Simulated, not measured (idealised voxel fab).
The process module that follows is named voxel air gaps.
Pictured: cross-section cut, 275 nm wide, on a grid of 5 nm square cells.
Square cells in a grid make up a cross-section in this document, and the grid is given as bands, listed from the top down, each one or more rows of cells.
The entry gives the band's vertical extent as a top height and a bottom height in nm, then its horizontal make-up as materials from left to right, each with a width in nm. "empty" stands for empty space; a single material marked "all across" fills the band edge to edge.
Zero point of the height axis is 0; under it, received wafer = one material. Lowest band: continues down indefinitely, "z 0 and below".
The two numbers in a width such as "30 to 40" mark its ends across the band: the first belongs to the top row of cells, the second to the bottom row, and from each row to the next the width moves by the same amount.
Key: "nothing altered" - step with no changed cell in the cross-section.
"Voids, fully enclosed" enumerates empty spaces isolated from the top, with no open way to it, that contain at least 8 cells, giving each as width x height at distance from the left edge, all three in nm.
after a step's settings: what the simulator itself notes on the step
overlay nm, on a step with a mask: how far to the right of its planned place the mask lay; to the left if negative
**Steps in the process plan**
1. RECEIVE with material Si
2. CONFORMAL_DEP with material SiO2, thk nm 10
3. CONFORMAL_DEP with material SiCN, thk nm 5
4. DIRECTIONAL_DEP with material SiO2, thk nm 35
5. MASKED_ETCH with tone open, mask id LINES, width nm 20, pitch nm 45, etch materials SiO2, depth nm 35, overlay nm -15
6. CONFORMAL_DEP with material TiN, thk nm 5
7. FILL_DEP with material Ru, thk nm 5
8. CMP with height nm 50
9. EPI with material Ru, thk nm 10
10. SELECTIVE_ETCH with etch materials SiO2, depth nm 45
11. CONFORMAL_DEP with material SiCN, thk nm 5
Be aware that, although all wafers share a common starting state, the overlay nm at step 5 differs among them, and the plan displays the first wafer's value.
**After step 1, as received: first of several wafers, cross-section**
	z 0 and below = Si all across
	Voids, fully enclosed: none
**each wafer at the end: cells of each material gained (+) or lost (-) since it was received, then its closed voids**
overlay nm -15 | +84 Ru | +180 SiCN | +110 SiO2 | +48 TiN | Voids, fully enclosed: 15 x 25 at 90; 15 x 25 at 135
overlay nm -10 | +84 Ru | +180 SiCN | +110 SiO2 | +48 TiN | Voids, fully enclosed: 15 x 25 at 95; 15 x 25 at 140
overlay nm -5 | +84 Ru | +180 SiCN | +110 SiO2 | +48 TiN | Voids, fully enclosed: 15 x 25 at 100; 15 x 25 at 145
overlay nm 0 | +84 Ru | +180 SiCN | +110 SiO2 | +48 TiN | Voids, fully enclosed: 15 x 25 at 105; 15 x 25 at 150
overlay nm 5 | +84 Ru | +180 SiCN | +110 SiO2 | +48 TiN | Voids, fully enclosed: 15 x 25 at 110; 15 x 25 at 155
overlay nm 10 | +84 Ru | +180 SiCN | +110 SiO2 | +48 TiN | Voids, fully enclosed: 15 x 25 at 115; 15 x 25 at 160
overlay nm 15 | +84 Ru | +180 SiCN | +110 SiO2 | +48 TiN | Voids, fully enclosed: 15 x 25 at 120; 15 x 25 at 165
